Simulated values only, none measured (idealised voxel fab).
process module | voxel self aligned vias
cross-section cut | 180 nm wide | cells 5 nm
A cross-section is a grid of square cells, given in bands from the top down. A band is one or more rows of cells.
Each band's line starts with the height of the band's top and of its bottom, in nm. Then come its materials from left to right, each with its width in nm. One material with "throughout" fills the band from edge to edge. "air" is empty space.
Height 0 is the level under which the wafer as received is all one material. The lowest band goes on downwards, as in "0 down".
A width such as "30 to 40" changes by the same amount from each row of cells to the next, from the band's top row to its bottom row.
"no change" after a step means that no cell of the cross-section changed.
closed voids: empty space of 8 cells or more with no open way to the top, each as width x height at its distance from the left edge, in nm
after a step's settings: what the simulator itself notes on the step
overlay nm, on a step with a mask: how far to the right of its planned place the mask lay; to the left if negative
Each pair below shows a cross-section before one step and the cross-section after it, down to the lowest band that changed. The line under each pair gives the step between them, with its settings. The pairs can come from different runs of this module on the same starting wafer, so a pair continues from the pair above only where its "before" says so.
before
  40 to 30: lowk 50 | SiN 25 | lowk 30 | SiN 25 | lowk 50
  30 to 20: lowk 50 | TiN 5 | Ru 15 | TiN 5 | lowk 30 | TiN 5 | Ru 15 | TiN 5 | lowk 50
  20 to 15: lowk 50 | TiN 25 | lowk 30 | TiN 25 | lowk 50
  15 to 10: SiCN throughout
  10 to 0: SiO2 throughout
  0 down: Si throughout
  closed voids: none
after
  60 to 40: lowk throughout
  below 40: unchanged
  closed voids: none
the step between: op DIRECTIONAL_DEP | material lowk | thk nm 20
before: the cross-section after the pair above
after
  70 to 60: aC throughout
  below 60: unchanged
  closed voids: none
the step between: op DIRECTIONAL_DEP | material aC | thk nm 10
before: the cross-section after the pair above
after
  100 to 70: resist 40 | air 40 | resist 15 | air 40 | resist 45
  below 70: unchanged
  closed voids: none
the step between: op PATTERN | tone open | mask id VIAS | material resist | width nm 40 | pitch nm 55 | thk nm 30 | overlay nm 0
before: the cross-section after the pair above
after
  90 to 70: resist 40 | air 40 | resist 15 | air 40 | resist 45
  70 to 60: aC 40 | air 40 | aC 15 | air 40 | aC 45
  below 60: unchanged
  closed voids: none
the step between: op DIRECTIONAL_ETCH | etch materials aC | depth nm 10
before: the cross-section after the pair above
after
  70 to 60: aC 40 | air 40 | aC 15 | air 40 | aC 45
  below 60: unchanged
  closed voids: none
the step between: op STRIP | etch materials resist
before: the cross-section after the pair above
after
  70 to 60: aC 40 | air 40 | aC 15 | air 40 | aC 45
  60 to 40: lowk 40 | air 40 | lowk 15 | air 40 | lowk 45
  below 40: unchanged
  closed voids: none
the step between: op DIRECTIONAL_ETCH | etch materials lowk | depth nm 20
before: the cross-section after the pair above
after
  70 to 60: aC 40 | air 40 | aC 15 | air 40 | aC 45
  60 to 40: lowk 40 | air 40 | lowk 15 | air 40 | lowk 45
  40 to 30: lowk 50 | air 25 | lowk 30 | air 25 | lowk 50
  below 30: unchanged
  closed voids: none
the step between: op DIRECTIONAL_ETCH | etch materials SiN | depth nm 10
before: the cross-section after the pair above
after
  60 to 40: lowk 40 | air 40 | lowk 15 | air 40 | lowk 45
  below 40: unchanged
  closed voids: none
the step between: op STRIP | etch materials aC
before: the cross-section after the pair above
after
  65 to 60: TiN 45 | air 30 | TiN 25 | air 30 | TiN 50
  60 to 45: lowk 40 | TiN 5 | air 30 | TiN 5 | lowk 15 | TiN 5 | air 30 | TiN 5 | lowk 45
  45 to 35: lowk 40 to 50 | TiN 15 to 5 | air 15 | TiN 10 to 5 | lowk 15 to 30 | TiN 15 to 5 | air 15 | TiN 10 to 5 | lowk 45 to 50
  35 to 30: lowk 50 | TiN 25 | lowk 30 | TiN 25 | lowk 50
  below 30: unchanged
  closed voids: none
the step between: op CONFORMAL_DEP | material TiN | thk nm 5
before: the cross-section after the pair above
after
  70 to 65: Cu throughout
  65 to 60: TiN 45 | Cu 30 | TiN 25 | Cu 30 | TiN 50
  60 to 45: lowk 40 | TiN 5 | Cu 30 | TiN 5 | lowk 15 | TiN 5 | Cu 30 | TiN 5 | lowk 45
  45 to 35: lowk 40 to 50 | TiN 15 to 5 | Cu 15 | TiN 10 to 5 | lowk 15 to 30 | TiN 15 to 5 | Cu 15 | TiN 10 to 5 | lowk 45 to 50
  below 35: unchanged
  closed voids: none
the step between: op FILL_DEP | material Cu | thk nm 5
before: the cross-section after the pair above
after
  60 to 45: lowk 40 | TiN 5 | Cu 30 | TiN 5 | lowk 15 | TiN 5 | Cu 30 | TiN 5 | lowk 45
  below 45: unchanged
  closed voids: none
the step between: op CMP | height nm 60
before: the cross-section after the pair above
after
  65 to 60: SiCN throughout
  below 60: unchanged
  closed voids: none
the step between: op CONFORMAL_DEP | material SiCN | thk nm 5
before
  55 to 40: aC throughout
  40 to 15: lowk throughout
  15 to 10: SiCN throughout
  10 to 0: SiO2 throughout
  0 down: Si throughout
  closed voids: none
after
  85 to 55: resist 35 | air 30 | resist 25 | air 30 | resist 60
  below 55: unchanged
  closed voids: none
the step between: op PATTERN | tone open | mask id LINES | material resist | width nm 30 | pitch nm 55 | thk nm 30 | overlay nm -10
before: the cross-section after the pair above
after
  70 to 55: resist 35 | air 30 | resist 25 | air 30 | resist 60
  55 to 40: aC 35 | air 30 | aC 25 | air 30 | aC 60
  below 40: unchanged
  closed voids: none
the step between: op DIRECTIONAL_ETCH | etch materials aC | depth nm 15
before: the cross-section after the pair above
after
  55 to 40: aC 35 | air 30 | aC 25 | air 30 | aC 60
  below 40: unchanged
  closed voids: none
the step between: op STRIP | etch materials resist
before: the cross-section after the pair above
after
  55 to 40: aC 35 | air 30 | aC 25 | air 30 | aC 60
  40 to 15: lowk 35 | air 30 | lowk 25 | air 30 | lowk 60
  below 15: unchanged
  closed voids: none
the step between: op DIRECTIONAL_ETCH | etch materials lowk | depth nm 25
before: the cross-section after the pair above
after
  40 to 15: lowk 35 | air 30 | lowk 25 | air 30 | lowk 60
  below 15: unchanged
  closed voids: none
the step between: op STRIP | etch materials aC
before: the cross-section after the pair above
after
  45 to 40: TiN 40 | air 20 | TiN 35 | air 20 | TiN 65
  40 to 20: lowk 35 | TiN 5 | air 20 | TiN 5 | lowk 25 | TiN 5 | air 20 | TiN 5 | lowk 60
  20 to 15: lowk 35 | TiN 30 | lowk 25 | TiN 30 | lowk 60
  below 15: unchanged
  closed voids: none
the step between: op CONFORMAL_DEP | material TiN | thk nm 5
before: the cross-section after the pair above
after
  50 to 45: Ru throughout
  45 to 40: TiN 40 | Ru 20 | TiN 35 | Ru 20 | TiN 65
  40 to 20: lowk 35 | TiN 5 | Ru 20 | TiN 5 | lowk 25 | TiN 5 | Ru 20 | TiN 5 | lowk 60
  below 20: unchanged
  closed voids: none
the step between: op FILL_DEP | material Ru | thk nm 5
before: the cross-section after the pair above
after
  40 to 20: lowk 35 | TiN 5 | Ru 20 | TiN 5 | lowk 25 | TiN 5 | Ru 20 | TiN 5 | lowk 60
  below 20: unchanged
  closed voids: none
the step between: op CMP | height nm 40
before: the cross-section after the pair above
after
  40 to 30: lowk 35 | air 30 | lowk 25 | air 30 | lowk 60
  below 30: unchanged
  closed voids: none
the step between: op SELECTIVE_ETCH | etch materials W Ru TiN | depth nm 10
before: the cross-section after the pair above
after
  45 to 40: SiN throughout
  40 to 30: lowk 35 | SiN 30 | lowk 25 | SiN 30 | lowk 60
  below 30: unchanged
  closed voids: none
the step between: op FILL_DEP | material SiN | thk nm 5
before: the cross-section after the pair above
after
  40 to 30: lowk 35 | SiN 30 | lowk 25 | SiN 30 | lowk 60
  below 30: unchanged
  closed voids: none
the step between: op CMP | height nm 40
before: the cross-section after the pair above
after
  60 to 40: lowk throughout
  below 40: unchanged
  closed voids: none
the step between: op DIRECTIONAL_DEP | material lowk | thk nm 20
before: the cross-section after the pair above
after
  70 to 60: aC throughout
  below 60: unchanged
  closed voids: none
the step between: op DIRECTIONAL_DEP | material aC | thk nm 10
before: the cross-section after the pair above
after
  100 to 70: resist 40 | air 40 | resist 15 | air 40 | resist 45
  below 70: unchanged
  closed voids: none
the step between: op PATTERN | tone open | mask id VIAS | material resist | width nm 40 | pitch nm 55 | thk nm 30 | overlay nm 0
before: the cross-section after the pair above
after
  90 to 70: resist 40 | air 40 | resist 15 | air 40 | resist 45
  70 to 60: aC 40 | air 40 | aC 15 | air 40 | aC 45
  below 60: unchanged
  closed voids: none
the step between: op DIRECTIONAL_ETCH | etch materials aC | depth nm 10
before: the cross-section after the pair above
after
  70 to 60: aC 40 | air 40 | aC 15 | air 40 | aC 45
  below 60: unchanged
  closed voids: none
the step between: op STRIP | etch materials resist
before: the cross-section after the pair above
after
  70 to 60: aC 40 | air 40 | aC 15 | air 40 | aC 45
  60 to 40: lowk 40 | air 40 | lowk 15 | air 40 | lowk 45
  below 40: unchanged
  closed voids: none
the step between: op DIRECTIONAL_ETCH | etch materials lowk | depth nm 20
before: the cross-section after the pair above
after
  70 to 60: aC 40 | air 40 | aC 15 | air 40 | aC 45
  60 to 40: lowk 40 | air 40 | lowk 15 | air 40 | lowk 45
  40 to 30: lowk 35 | SiN 5 | air 25 | lowk 25 | SiN 5 | air 25 | lowk 60
  below 30: unchanged
  closed voids: none
the step between: op DIRECTIONAL_ETCH | etch materials SiN | depth nm 10
before: the cross-section after the pair above
after
  60 to 40: lowk 40 | air 40 | lowk 15 | air 40 | lowk 45
  below 40: unchanged
  closed voids: none
the step between: op STRIP | etch materials aC
before: the cross-section after the pair above
after
  65 to 60: TiN 45 | air 30 | TiN 25 | air 30 | TiN 50
  60 to 45: lowk 40 | TiN 5 | air 30 | TiN 5 | lowk 15 | TiN 5 | air 30 | TiN 5 | lowk 45
  45 to 40: lowk 40 | TiN 5 | air 15 | TiN 20 | lowk 15 | TiN 5 | air 15 | TiN 20 | lowk 45
  40 to 35: lowk 35 | SiN 5 | TiN 5 | air 15 | TiN 5 | lowk 25 | SiN 5 | TiN 5 | air 15 | TiN 5 | lowk 60
  35 to 30: lowk 35 | SiN 5 | TiN 25 | lowk 25 | SiN 5 | TiN 25 | lowk 60
  below 30: unchanged
  closed voids: none
the step between: op CONFORMAL_DEP | material TiN | thk nm 5
before: the cross-section after the pair above
after
  70 to 65: Cu throughout
  65 to 60: TiN 45 | Cu 30 | TiN 25 | Cu 30 | TiN 50
  60 to 45: lowk 40 | TiN 5 | Cu 30 | TiN 5 | lowk 15 | TiN 5 | Cu 30 | TiN 5 | lowk 45
  45 to 40: lowk 40 | TiN 5 | Cu 15 | TiN 20 | lowk 15 | TiN 5 | Cu 15 | TiN 20 | lowk 45
  40 to 35: lowk 35 | SiN 5 | TiN 5 | Cu 15 | TiN 5 | lowk 25 | SiN 5 | TiN 5 | Cu 15 | TiN 5 | lowk 60
  below 35: unchanged
  closed voids: none
the step between: op FILL_DEP | material Cu | thk nm 5
before: the cross-section after the pair above
after
  60 to 45: lowk 40 | TiN 5 | Cu 30 | TiN 5 | lowk 15 | TiN 5 | Cu 30 | TiN 5 | lowk 45
  below 45: unchanged
  closed voids: none
the step between: op CMP | height nm 60
before: the cross-section after the pair above
after
  65 to 60: SiCN throughout
  below 60: unchanged
  closed voids: none
the step between: op CONFORMAL_DEP | material SiCN | thk nm 5
before
  0 down: Si throughout
  closed voids: none
after
  10 to 0: Ru throughout
  below 0: unchanged
  closed voids: none
the step between: op CONFORMAL_DEP | material Ru | thk nm 10
before: the cross-section after the pair above
after
  15 to 10: SiCN throughout
  below 10: unchanged
  closed voids: none
the step between: op CONFORMAL_DEP | material SiCN | thk nm 5
before: the cross-section after the pair above
after
  40 to 15: lowk throughout
  below 15: unchanged
  closed voids: none
the step between: op DIRECTIONAL_DEP | material lowk | thk nm 25
before: the cross-section after the pair above
after
  55 to 40: aC throughout
  below 40: unchanged
  closed voids: none
the step between: op DIRECTIONAL_DEP | material aC | thk nm 15
before: the cross-section after the pair above
after
  85 to 55: resist 45 | air 30 | resist 25 | air 30 | resist 50
  below 55: unchanged
  closed voids: none
the step between: op PATTERN | tone open | mask id LINES | material resist | width nm 30 | pitch nm 55 | thk nm 30 | overlay nm 0
before: the cross-section after the pair above
after
  70 to 55: resist 45 | air 30 | resist 25 | air 30 | resist 50
  55 to 40: aC 45 | air 30 | aC 25 | air 30 | aC 50
  below 40: unchanged
  closed voids: none
the step between: op DIRECTIONAL_ETCH | etch materials aC | depth nm 15
before: the cross-section after the pair above
after
  55 to 40: aC 45 | air 30 | aC 25 | air 30 | aC 50
  below 40: unchanged
  closed voids: none
the step between: op STRIP | etch materials resist
before: the cross-section after the pair above
after
  55 to 40: aC 45 | air 30 | aC 25 | air 30 | aC 50
  40 to 15: lowk 45 | air 30 | lowk 25 | air 30 | lowk 50
  below 15: unchanged
  closed voids: none
the step between: op DIRECTIONAL_ETCH | etch materials lowk | depth nm 25
before: the cross-section after the pair above
after
  40 to 15: lowk 45 | air 30 | lowk 25 | air 30 | lowk 50
  below 15: unchanged
  closed voids: none
the step between: op STRIP | etch materials aC
before: the cross-section after the pair above
after
  45 to 40: TiN 50 | air 20 | TiN 35 | air 20 | TiN 55
  40 to 20: lowk 45 | TiN 5 | air 20 | TiN 5 | lowk 25 | TiN 5 | air 20 | TiN 5 | lowk 50
  20 to 15: lowk 45 | TiN 30 | lowk 25 | TiN 30 | lowk 50
  below 15: unchanged
  closed voids: none
the step between: op CONFORMAL_DEP | material TiN | thk nm 5
before: the cross-section after the pair above
after
  50 to 45: Ru throughout
  45 to 40: TiN 50 | Ru 20 | TiN 35 | Ru 20 | TiN 55
  40 to 20: lowk 45 | TiN 5 | Ru 20 | TiN 5 | lowk 25 | TiN 5 | Ru 20 | TiN 5 | lowk 50
  below 20: unchanged
  closed voids: none
the step between: op FILL_DEP | material Ru | thk nm 5
before: the cross-section after the pair above
after
  40 to 20: lowk 45 | TiN 5 | Ru 20 | TiN 5 | lowk 25 | TiN 5 | Ru 20 | TiN 5 | lowk 50
  below 20: unchanged
  closed voids: none
the step between: op CMP | height nm 40
before: the cross-section after the pair above
after
  40 to 30: lowk 45 | air 30 | lowk 25 | air 30 | lowk 50
  below 30: unchanged
  closed voids: none
the step between: op SELECTIVE_ETCH | etch materials W Ru TiN | depth nm 10
before: the cross-section after the pair above
after
  45 to 40: SiN throughout
  40 to 30: lowk 45 | SiN 30 | lowk 25 | SiN 30 | lowk 50
  below 30: unchanged
  closed voids: none
the step between: op FILL_DEP | material SiN | thk nm 5
before: the cross-section after the pair above
after
  40 to 30: lowk 45 | SiN 30 | lowk 25 | SiN 30 | lowk 50
  below 30: unchanged
  closed voids: none
the step between: op CMP | height nm 40
before: the cross-section after the pair above
after
  60 to 40: lowk throughout
  below 40: unchanged
  closed voids: none
the step between: op DIRECTIONAL_DEP | material lowk | thk nm 20
before: the cross-section after the pair above
after
  70 to 60: aC throughout
  below 60: unchanged
  closed voids: none
the step between: op DIRECTIONAL_DEP | material aC | thk nm 10
before: the cross-section after the pair above
after
  100 to 70: resist 40 | air 40 | resist 15 | air 40 | resist 45
  below 70: unchanged
  closed voids: none
the step between: op PATTERN | tone open | mask id VIAS | material resist | width nm 40 | pitch nm 55 | thk nm 30 | overlay nm 0
before: the cross-section after the pair above
after
  90 to 70: resist 40 | air 40 | resist 15 | air 40 | resist 45
  70 to 60: aC 40 | air 40 | aC 15 | air 40 | aC 45
  below 60: unchanged
  closed voids: none
the step between: op DIRECTIONAL_ETCH | etch materials aC | depth nm 10
before: the cross-section after the pair above
after
  70 to 60: aC 40 | air 40 | aC 15 | air 40 | aC 45
  below 60: unchanged
  closed voids: none
the step between: op STRIP | etch materials resist
before: the cross-section after the pair above
after
  70 to 60: aC 40 | air 40 | aC 15 | air 40 | aC 45
  60 to 40: lowk 40 | air 40 | lowk 15 | air 40 | lowk 45
  below 40: unchanged
  closed voids: none
the step between: op DIRECTIONAL_ETCH | etch materials lowk | depth nm 20
before: the cross-section after the pair above
after
  70 to 60: aC 40 | air 40 | aC 15 | air 40 | aC 45
  60 to 40: lowk 40 | air 40 | lowk 15 | air 40 | lowk 45
  40 to 30: lowk 45 | air 30 | lowk 25 | air 30 | lowk 50
  below 30: unchanged
  closed voids: none
the step between: op DIRECTIONAL_ETCH | etch materials SiN | depth nm 10
before: the cross-section after the pair above
after
  60 to 40: lowk 40 | air 40 | lowk 15 | air 40 | lowk 45
  below 40: unchanged
  closed voids: none
the step between: op STRIP | etch materials aC
before: the cross-section after the pair above
after
  65 to 60: TiN 45 | air 30 | TiN 25 | air 30 | TiN 50
  60 to 45: lowk 40 | TiN 5 | air 30 | TiN 5 | lowk 15 | TiN 5 | air 30 | TiN 5 | lowk 45
  45 to 35: lowk 40 to 45 | TiN 10 to 5 | air 20 | TiN 10 to 5 | lowk 15 to 25 | TiN 10 to 5 | air 20 | TiN 10 to 5 | lowk 45 to 50
  35 to 30: lowk 45 | TiN 30 | lowk 25 | TiN 30 | lowk 50
  below 30: unchanged
  closed voids: none
the step between: op CONFORMAL_DEP | material TiN | thk nm 5
before: the cross-section after the pair above
after
  70 to 65: Cu throughout
  65 to 60: TiN 45 | Cu 30 | TiN 25 | Cu 30 | TiN 50
  60 to 45: lowk 40 | TiN 5 | Cu 30 | TiN 5 | lowk 15 | TiN 5 | Cu 30 | TiN 5 | lowk 45
  45 to 35: lowk 40 to 45 | TiN 10 to 5 | Cu 20 | TiN 10 to 5 | lowk 15 to 25 | TiN 10 to 5 | Cu 20 | TiN 10 to 5 | lowk 45 to 50
  below 35: unchanged
  closed voids: none
the step between: op FILL_DEP | material Cu | thk nm 5
before: the cross-section after the pair above
after
  60 to 45: lowk 40 | TiN 5 | Cu 30 | TiN 5 | lowk 15 | TiN 5 | Cu 30 | TiN 5 | lowk 45
  below 45: unchanged
  closed voids: none
the step between: op CMP | height nm 60
before: the cross-section after the pair above
after
  65 to 60: SiCN throughout
  below 60: unchanged
  closed voids: none
the step between: op CONFORMAL_DEP | material SiCN | thk nm 5
before
  55 to 40: aC throughout
  40 to 15: lowk throughout
  15 to 10: SiCN throughout
  10 to 0: SiO2 throughout
  0 down: Si throughout
  closed voids: none
after
  85 to 55: air 45 | resist 30 | air 25 | resist 30 | air 50
  below 55: unchanged
  closed voids: none
the step between: op PATTERN | tone cover | mask id LINES | material resist | width nm 30 | pitch nm 55 | thk nm 30 | overlay nm 0
before: the cross-section after the pair above
after
  70 to 55: air 45 | resist 30 | air 25 | resist 30 | air 50
  55 to 40: air 45 | aC 30 | air 25 | aC 30 | air 50
  below 40: unchanged
  closed voids: none
the step between: op DIRECTIONAL_ETCH | etch materials aC | depth nm 15
before: the cross-section after the pair above
after
  55 to 40: air 45 | aC 30 | air 25 | aC 30 | air 50
  below 40: unchanged
  closed voids: none
the step between: op STRIP | etch materials resist
before: the cross-section after the pair above
after
  55 to 40: air 45 | aC 30 | air 25 | aC 30 | air 50
  40 to 15: air 45 | lowk 30 | air 25 | lowk 30 | air 50
  below 15: unchanged
  closed voids: none
the step between: op DIRECTIONAL_ETCH | etch materials lowk | depth nm 25
before: the cross-section after the pair above
after
  40 to 15: air 45 | lowk 30 | air 25 | lowk 30 | air 50
  below 15: unchanged
  closed voids: none
the step between: op STRIP | etch materials aC
before: the cross-section after the pair above
after
  45 to 40: air 40 | TiN 40 | air 15 | TiN 40 | air 45
  40 to 20: air 40 | TiN 5 | lowk 30 | TiN 5 | air 15 | TiN 5 | lowk 30 | TiN 5 | air 45
  20 to 15: TiN 45 | lowk 30 | TiN 25 | lowk 30 | TiN 50
  below 15: unchanged
  closed voids: none
the step between: op CONFORMAL_DEP | material TiN | thk nm 5
before: the cross-section after the pair above
after
  50 to 45: Ru throughout
  45 to 40: Ru 40 | TiN 40 | Ru 15 | TiN 40 | Ru 45
  40 to 20: Ru 40 | TiN 5 | lowk 30 | TiN 5 | Ru 15 | TiN 5 | lowk 30 | TiN 5 | Ru 45
  below 20: unchanged
  closed voids: none
the step between: op FILL_DEP | material Ru | thk nm 5
before: the cross-section after the pair above
after
  40 to 20: Ru 40 | TiN 5 | lowk 30 | TiN 5 | Ru 15 | TiN 5 | lowk 30 | TiN 5 | Ru 45
  below 20: unchanged
  closed voids: none
the step between: op CMP | height nm 40
before: the cross-section after the pair above
after
  40 to 30: air 45 | lowk 30 | air 25 | lowk 30 | air 50
  below 30: unchanged
  closed voids: none
the step between: op SELECTIVE_ETCH | etch materials W Ru TiN | depth nm 10
before: the cross-section after the pair above
after
  45 to 40: SiN throughout
  40 to 30: SiN 45 | lowk 30 | SiN 25 | lowk 30 | SiN 50
  below 30: unchanged
  closed voids: none
the step between: op FILL_DEP | material SiN | thk nm 5
before: the cross-section after the pair above
after
  40 to 30: SiN 45 | lowk 30 | SiN 25 | lowk 30 | SiN 50
  below 30: unchanged
  closed voids: none
the step between: op CMP | height nm 40
before: the cross-section after the pair above
after
  60 to 40: lowk throughout
  below 40: unchanged
  closed voids: none
the step between: op DIRECTIONAL_DEP | material lowk | thk nm 20
before: the cross-section after the pair above
after
  70 to 60: aC throughout
  below 60: unchanged
  closed voids: none
the step between: op DIRECTIONAL_DEP | material aC | thk nm 10
before: the cross-section after the pair above
after
  100 to 70: resist 40 | air 40 | resist 15 | air 40 | resist 45
  below 70: unchanged
  closed voids: none
the step between: op PATTERN | tone open | mask id VIAS | material resist | width nm 40 | pitch nm 55 | thk nm 30 | overlay nm 0
before: the cross-section after the pair above
after
  90 to 70: resist 40 | air 40 | resist 15 | air 40 | resist 45
  70 to 60: aC 40 | air 40 | aC 15 | air 40 | aC 45
  below 60: unchanged
  closed voids: none
the step between: op DIRECTIONAL_ETCH | etch materials aC | depth nm 10
before: the cross-section after the pair above
after
  70 to 60: aC 40 | air 40 | aC 15 | air 40 | aC 45
  below 60: unchanged
  closed voids: none
the step between: op STRIP | etch materials resist
before: the cross-section after the pair above
after
  70 to 60: aC 40 | air 40 | aC 15 | air 40 | aC 45
  60 to 40: lowk 40 | air 40 | lowk 15 | air 40 | lowk 45
  below 40: unchanged
  closed voids: none
the step between: op DIRECTIONAL_ETCH | etch materials lowk | depth nm 20
before: the cross-section after the pair above
after
  70 to 60: aC 40 | air 40 | aC 15 | air 40 | aC 45
  60 to 40: lowk 40 | air 40 | lowk 15 | air 40 | lowk 45
  40 to 30: SiN 40 | air 5 | lowk 30 | air 5 | SiN 15 | air 5 | lowk 30 | air 5 | SiN 45
  below 30: unchanged
  closed voids: none
the step between: op DIRECTIONAL_ETCH | etch materials SiN | depth nm 10
before: the cross-section after the pair above
after
  60 to 40: lowk 40 | air 40 | lowk 15 | air 40 | lowk 45
  below 40: unchanged
  closed voids: none
the step between: op STRIP | etch materials aC
before: the cross-section after the pair above
after
  65 to 60: TiN 45 | air 30 | TiN 25 | air 30 | TiN 50
  60 to 45: lowk 40 | TiN 5 | air 30 | TiN 5 | lowk 15 | TiN 5 | air 30 | TiN 5 | lowk 45
  45 to 40: lowk 40 | TiN 40 | lowk 15 | TiN 40 | lowk 45
  40 to 30: SiN 40 | TiN 5 | lowk 30 | TiN 5 | SiN 15 | TiN 5 | lowk 30 | TiN 5 | SiN 45
  below 30: unchanged
  closed voids: none
the step between: op CONFORMAL_DEP | material TiN | thk nm 5
before: the cross-section after the pair above
after
  70 to 65: Cu throughout
  65 to 60: TiN 45 | Cu 30 | TiN 25 | Cu 30 | TiN 50
  60 to 45: lowk 40 | TiN 5 | Cu 30 | TiN 5 | lowk 15 | TiN 5 | Cu 30 | TiN 5 | lowk 45
  below 45: unchanged
  closed voids: none
the step between: op FILL_DEP | material Cu | thk nm 5
before: the cross-section after the pair above
after
  60 to 45: lowk 40 | TiN 5 | Cu 30 | TiN 5 | lowk 15 | TiN 5 | Cu 30 | TiN 5 | lowk 45
  below 45: unchanged
  closed voids: none
the step between: op CMP | height nm 60
before: the cross-section after the pair above
after
  65 to 60: SiCN throughout
  below 60: unchanged
  closed voids: none
the step between: op CONFORMAL_DEP | material SiCN | thk nm 5
